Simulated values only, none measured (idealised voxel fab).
Presented below is a process module, voxel fin reveal.
Displayed cross-section: cut, width of 210 nm, square cells sized 5 nm.
Cross-sections here: square-cell grids, written as top-down lists of bands, a band being one or more rows of cells.
Read a band's entry like this: the first values are the height of its top and the height of its bottom in nm, and what follows is the sequence of materials from left to right, each with its width in nm. Note that "air" is empty space, and that a single material marked "throughout" reaches across the band from edge to edge.
It should be noted that heights are counted from 0, beneath which the wafer as supplied is of one material throughout, and that the lowest band possesses no lower boundary but continues downward, as written in "0..down".
Per-row width for "30 to 40": begins at first number (top row of band), ends at second number (bottom row), increment between rows held constant.
Reading "identical to before" for a step: not a cell of the cross-section changed in it.
Empty spaces counting at least 8 cells and having no open way to the top are listed in "Listed closed voids". The notation width x height at distance is used for each, the distance being from the left edge and all three values in nm.
That trailing text on a step's line, after the settings, is the simulator's own remark on the step.
The "overlay nm" setting may appear on a step's line; for a step that uses a mask, it gives how far to the right of its planned position the mask lay, and a negative value indicates the left.
Planned process steps:
1 op RECEIVE | material Si
2 op CONFORMAL_DEP | material SiN | thk nm 10
3 op DIRECTIONAL_DEP | material aC | thk nm 15
4 op PATTERN | tone cover | mask id FINS | material resist | width nm 15 | pitch nm 40 | thk nm 30 | overlay nm -15
5 op DIRECTIONAL_ETCH | etch materials aC | depth nm 15
6 op STRIP | etch materials resist
7 op DIRECTIONAL_ETCH | etch materials SiN | depth nm 10
8 op DIRECTIONAL_ETCH | etch materials Si | depth nm 30
9 op STRIP | etch materials aC
10 op FILL_DEP | material SiO2 | thk nm 15
11 op CMP | height nm 10
12 op SELECTIVE_ETCH | etch materials SiO2 | depth nm 30
13 op STRIP | etch materials SiN
14 op CONFORMAL_DEP | material HfO2 | thk nm 5
The wafers in this document start out alike and differ in the overlay nm applied at step 4; the plan shows the value used for the first wafer.
Cross-sectional view of the first of several wafers in the as-received condition, corresponding to the state following step 1:
* 0..down = Si throughout
* Listed closed voids: none
First of several wafers, sectioned at end of module (last step: step 14):
* 5..0 = air (55); HfO2 (25); air (15); HfO2 (25); air (90)
* 0..-15 = air (55); HfO2 (5); Si (15); HfO2 (5); air (15); HfO2 (5); Si (15); HfO2 (5); air (90)
* -15..-20 = HfO2 (60); Si (15); HfO2 (25); Si (15); HfO2 (95)
* -20..-30 = SiO2 (60); Si (15); SiO2 (25); Si (15); SiO2 (95)
* -30..down = Si throughout
* Listed closed voids: none
Cross-section, module end, final of several wafers:
* 5..0 = air (85); HfO2 (25); air (15); HfO2 (25); air (60)
* 0..-15 = air (85); HfO2 (5); Si (15); HfO2 (5); air (15); HfO2 (5); Si (15); HfO2 (5); air (60)
* -15..-20 = HfO2 (90); Si (15); HfO2 (25); Si (15); HfO2 (65)
* -20..-30 = SiO2 (90); Si (15); SiO2 (25); Si (15); SiO2 (65)
* -30..down = Si throughout
* Listed closed voids: none
Row per wafer, end-of-module: cell gain (+)/loss (-) by material since the wafer came in, then closed voids:
overlay nm -15; +58 HfO2; -216 Si; +72 SiO2; Listed closed voids: none
overlay nm -10; +58 HfO2; -216 Si; +72 SiO2; Listed closed voids: none
overlay nm -5; +58 HfO2; -216 Si; +72 SiO2; Listed closed voids: none
overlay nm 0; +58 HfO2; -216 Si; +72 SiO2; Listed closed voids: none
overlay nm 5; +58 HfO2; -216 Si; +72 SiO2; Listed closed voids: none
overlay nm 10; +58 HfO2; -216 Si; +72 SiO2; Listed closed voids: none
overlay nm 15; +58 HfO2; -216 Si; +72 SiO2; Listed closed voids: none
